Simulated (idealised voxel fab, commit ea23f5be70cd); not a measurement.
Process module name: voxel wiring stack
Pictured: cross-section cut, 170 nm wide, on a grid of 5 nm square cells.
In this document a cross-section is written as a grid of square cells. It is given as a series of bands, listed from the top down, and a band is one or more rows of cells. Per band: top height and bottom height in nm, followed by the left-to-right materials and their widths in nm; "edge to edge" marks a single material spanning edge to edge, "air" marks empty space. Convention: height 0 is the level below which the wafer, as received, is all one material. The lowest band does not terminate at the bottom but continues downward, represented as "0 and below". So if you see something like "30..40" for the width, read it as the top row of the band sitting at the first number and the bottom row at the second, with every row in between moving by the same amount as the last. You'll sometimes find "no alterations made" written for a step, and that's the way of saying that nowhere in the cross-section did a cell change during that step. The entry titled "Sealed-off cavities" provides the empty spaces that have no open way to the top, restricted to those of 8 cells or more. Each is presented as width x height at distance, the distance being measured from the left edge, with all three in nm. That trailing text on a step's line, after the settings, is the simulator's own remark on the step. What "overlay nm" on a step's line means: if the step has a mask, that mask lay this far to the right of its planned place, or, when the value is negative, to the left.

# This section lists the process steps that were planned
1: RECEIVE,material Si
2: CONFORMAL_DEP,material SiO2,thk nm 15
3: DIRECTIONAL_DEP,material TiN,thk nm 5
4: DIRECTIONAL_DEP,material W,thk nm 15
5: DIRECTIONAL_DEP,material aC,thk nm 15
6: PATTERN,tone cover,mask id METAL_1,material resist,width nm 25,pitch nm 40,thk nm 35,overlay nm 0
7: DIRECTIONAL_ETCH,etch materials aC,depth nm 15
8: STRIP,etch materials resist
9: DIRECTIONAL_ETCH,etch materials W,depth nm 15
10: DIRECTIONAL_ETCH,etch materials TiN,depth nm 5
11: STRIP,etch materials aC
12: CONFORMAL_DEP,material SiN,thk nm 5
13: FILL_DEP,material SiO2,thk nm 5
14: CMP,height nm 35
15: CONFORMAL_DEP,material SiCN,thk nm 5
16: DIRECTIONAL_DEP,material SiO2,thk nm 25
17: DIRECTIONAL_DEP,material aC,thk nm 15
18: PATTERN,tone open,mask id METAL_2,material resist,width nm 25,pitch nm 40,thk nm 30,overlay nm 0
19: DIRECTIONAL_ETCH,etch materials aC,depth nm 15
20: STRIP,etch materials resist
21: DIRECTIONAL_ETCH,etch materials SiO2,depth nm 15
22: STRIP,etch materials aC
23: DIRECTIONAL_DEP,material aC,thk nm 10
24: PATTERN,tone open,mask id METAL_2_HOLES,material resist,width nm 15,pitch nm 80,thk nm 30,overlay nm 0
25: DIRECTIONAL_ETCH,etch materials aC,depth nm 10
26: STRIP,etch materials resist
27: DIRECTIONAL_ETCH,etch materials SiO2,depth nm 10
28: DIRECTIONAL_ETCH,etch materials SiCN,depth nm 5
29: STRIP,etch materials aC
30: CONFORMAL_DEP,material TiN,thk nm 5
31: FILL_DEP,material Cu,thk nm 5
32: CMP,height nm 65
33: CONFORMAL_DEP,material SiCN,thk nm 5
34: DIRECTIONAL_DEP,material lowk,thk nm 25
35: MASKED_ETCH,tone open,mask id METAL_3,width nm 25,pitch nm 40,etch materials lowk,depth nm 15,overlay nm 0
36: MASKED_ETCH,tone open,mask id METAL_3_HOLES,width nm 15,pitch nm 40,etch materials lowk,depth nm 10,overlay nm 0
37: MASKED_ETCH,tone open,mask id METAL_3_HOLES,width nm 15,pitch nm 40,etch materials SiCN,depth nm 5,overlay nm 0
38: CONFORMAL_DEP,material TiN,thk nm 5
39: FILL_DEP,material Cu,thk nm 10
40: CMP,height nm 95
41: CONFORMAL_DEP,material SiN,thk nm 5

# As-received wafer cross-section (after step 1)
* 0 and below  Si edge to edge
* Sealed-off cavities: none

# First of two wafers: cross-section at end of module, run per plan
* 100 down to 95  SiN edge to edge
* 95 down to 85  lowk 30 nm, then TiN 5 nm, then Cu 15 nm, then TiN 5 nm, then lowk 15 nm, then TiN 5 nm, then Cu 15 nm, then TiN 5 nm, then lowk 15 nm, then TiN 5 nm, then Cu 15 nm, then TiN 5 nm, then lowk 35 nm
* 85 down to 80  lowk 30 nm, then TiN 5 nm, then Cu 5 nm, then TiN 15 nm, then lowk 15 nm, then TiN 5 nm, then Cu 5 nm, then TiN 15 nm, then lowk 15 nm, then TiN 5 nm, then Cu 5 nm, then TiN 15 nm, then lowk 35 nm
* 80 down to 70  lowk 30 nm, then TiN 5 nm, then Cu 5 nm, then TiN 5 nm, then lowk 25 nm, then TiN 5 nm, then Cu 5 nm, then TiN 5 nm, then lowk 25 nm, then TiN 5 nm, then Cu 5 nm, then TiN 5 nm, then lowk 45 nm
* 70 down to 65  SiCN 30 nm, then TiN 15 nm, then SiCN 25 nm, then TiN 15 nm, then SiCN 25 nm, then TiN 15 nm, then SiCN 45 nm
* 65 down to 55  SiO2 30 nm, then TiN 5 nm, then Cu 15 nm, then TiN 5 nm, then SiO2 15 nm, then TiN 5 nm, then Cu 15 nm, then TiN 5 nm, then SiO2 15 nm, then TiN 5 nm, then Cu 15 nm, then TiN 5 nm, then SiO2 35 nm
* 55 down to 50  SiO2 30 nm, then TiN 5 nm, then Cu 5 nm, then TiN 15 nm, then SiO2 15 nm, then TiN 25 nm, then SiO2 15 nm, then TiN 5 nm, then Cu 5 nm, then TiN 15 nm, then SiO2 35 nm
* 50 down to 40  SiO2 30 nm, then TiN 5 nm, then Cu 5 nm, then TiN 5 nm, then SiO2 65 nm, then TiN 5 nm, then Cu 5 nm, then TiN 5 nm, then SiO2 45 nm
* 40 down to 35  SiCN 30 nm, then TiN 15 nm, then SiCN 65 nm, then TiN 15 nm, then SiCN 45 nm
* 35 down to 20  SiO2 25 nm, then SiN 5 nm, then W 25 nm, then SiN 5 nm, then SiO2 5 nm, then SiN 5 nm, then W 25 nm, then SiN 5 nm, then SiO2 5 nm, then SiN 5 nm, then W 25 nm, then SiN 5 nm, then SiO2 30 nm
* 20 down to 15  SiN 30 nm, then TiN 25 nm, then SiN 15 nm, then TiN 25 nm, then SiN 15 nm, then TiN 25 nm, then SiN 35 nm
* 15 down to 0  SiO2 edge to edge
* 0 and below  Si edge to edge
* Sealed-off cavities: none

# Module end: cross-section of wafer two of two. Same start and process plan as the first wafer. One mistake during execution
* 100 down to 95  SiN edge to edge
* 95 down to 85  lowk 30 nm, then TiN 5 nm, then Cu 15 nm, then TiN 5 nm, then lowk 15 nm, then TiN 5 nm, then Cu 15 nm, then TiN 5 nm, then lowk 15 nm, then TiN 5 nm, then Cu 15 nm, then TiN 5 nm, then lowk 35 nm
* 85 down to 80  lowk 30 nm, then TiN 5 nm, then Cu 5 nm, then TiN 15 nm, then lowk 15 nm, then TiN 5 nm, then Cu 5 nm, then TiN 15 nm, then lowk 15 nm, then TiN 5 nm, then Cu 5 nm, then TiN 15 nm, then lowk 35 nm
* 80 down to 70  lowk 30 nm, then TiN 5 nm, then Cu 5 nm, then TiN 5 nm, then lowk 25 nm, then TiN 5 nm, then Cu 5 nm, then TiN 5 nm, then lowk 25 nm, then TiN 5 nm, then Cu 5 nm, then TiN 5 nm, then lowk 45 nm
* 70 down to 65  SiCN 30 nm, then TiN 15 nm, then SiCN 25 nm, then TiN 15 nm, then SiCN 25 nm, then TiN 15 nm, then SiCN 45 nm
* 65 down to 55  SiO2 30 nm, then TiN 5 nm, then Cu 15 nm, then TiN 5 nm, then SiO2 15 nm, then TiN 5 nm, then Cu 15 nm, then TiN 5 nm, then SiO2 15 nm, then TiN 5 nm, then Cu 15 nm, then TiN 5 nm, then SiO2 35 nm
* 55 down to 50  SiO2 30 nm, then TiN 5 nm, then Cu 5 nm, then TiN 15 nm, then SiO2 15 nm, then TiN 25 nm, then SiO2 15 nm, then TiN 5 nm, then Cu 5 nm, then TiN 15 nm, then SiO2 35 nm
* 50 down to 40  SiO2 30 nm, then TiN 5 nm, then Cu 5 nm, then TiN 5 nm, then SiO2 65 nm, then TiN 5 nm, then Cu 5 nm, then TiN 5 nm, then SiO2 45 nm
* 40 down to 35  SiCN 30 nm, then TiN 15 nm, then SiCN 65 nm, then TiN 15 nm, then SiCN 45 nm
* 35 down to 20  SiO2 30 nm, then SiN 5 nm, then W 25 nm, then SiN 5 nm, then SiO2 5 nm, then SiN 5 nm, then W 25 nm, then SiN 5 nm, then SiO2 5 nm, then SiN 5 nm, then W 25 nm, then SiN 5 nm, then SiO2 25 nm
* 20 down to 15  SiN 35 nm, then TiN 25 nm, then SiN 15 nm, then TiN 25 nm, then SiN 15 nm, then TiN 25 nm, then SiN 30 nm
* 15 down to 0  SiO2 edge to edge
* 0 and below  Si edge to edge
* Sealed-off cavities: none
Deviation from plan: rather than as planned, step 6 actually ran as PATTERN,tone cover,mask id METAL_1,material resist,width nm 25,pitch nm 40,thk nm 35,overlay nm 5
End check, second vs first wafer: material counts in cells match, positions do not.
